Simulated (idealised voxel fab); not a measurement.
The name of this process module is voxel ribs on slabs.
Square cells of 5 nm make up the cross-section cut, whose width is 285 nm.
When this document writes out a cross-section, it uses a grid of square cells and lists it as bands, beginning at the top and moving down, with a band standing for one or more rows of cells. For a band, the entry starts with two heights in nm, that of the top and then that of the bottom, and carries on with the band's materials in order from left to right, each alongside its width in nm; the word "edge to edge" beside a single material means it fills the band edge to edge, and "blank" means empty space. Measure heights from 0. That's the level where, below it, the as-received wafer is all one material. The lowest band is bottomless and extends downward; write it as in "0 and below". With a width like "30->40", each row of cells in the band differs from the next by the same amount, the top row carrying the first number and the bottom row the second. Step note "nothing altered" = no cross-section cell changed. Each empty space that has no open way to the top and spans at least 8 cells appears under "Enclosed voids" as width x height at distance, the distance counted from the left edge, all in nm. That trailing text on a step's line, after the settings, is the simulator's own remark on the step. A step's line can hold "overlay nm"; with a mask on that step, the setting says how far right of the planned place the mask lay, while a negative setting says it lay to the left.
### The planned process steps are enumerated hereunder
1 op RECEIVE | material Si
2 op DIRECTIONAL_DEP | material SiO2 | thk nm 30
3 op DIRECTIONAL_DEP | material SiN | thk nm 15
4 op PATTERN | tone cover | mask id RIB | material resist | width nm 25 | thk nm 20 | overlay nm 0
5 op DIRECTIONAL_ETCH | etch materials SiN | depth nm 5
6 op STRIP | etch materials resist
7 op MASKED_ETCH | tone cover | mask id SLAB | width nm 55 | etch materials SiN | depth nm 10 | overlay nm 0
8 op FILL_DEP | material SiO2 | thk nm 20
9 op CMP | height nm 55
10 op DIRECTIONAL_DEP | material W | thk nm 10
11 op MASKED_ETCH | tone cover | mask id HEATER | width nm 35 | etch materials W | depth nm 10 | overlay nm 0
12 op CONFORMAL_DEP | material SiO2 | thk nm 5
### Cross-section of the wafer at receipt, which is the condition after step 1
	0 and below: Si edge to edge
	Enclosed voids: none
### Starting structure and process plan are as shown above, but one mistake was made in running the module; the wafer cross-section at the end of the module follows
	70 down to 65: 120 of blank; 45 of SiO2; 120 of blank
	65 down to 60: 120 of blank; 5 of SiO2; 35 of W; 5 of SiO2; 120 of blank
	60 down to 55: 125 of SiO2; 35 of W; 125 of SiO2
	55 down to 40: SiO2 edge to edge
	40 down to 35: 130 of SiO2; 25 of SiN; 130 of SiO2
	35 down to 25: 115 of SiO2; 55 of SiN; 115 of SiO2
	25 down to 0: SiO2 edge to edge
	0 and below: Si edge to edge
	Enclosed voids: none
Finding, execution versus plan: note that step 2 departed from the planned setting and was carried out as op DIRECTIONAL_DEP | material SiO2 | thk nm 25
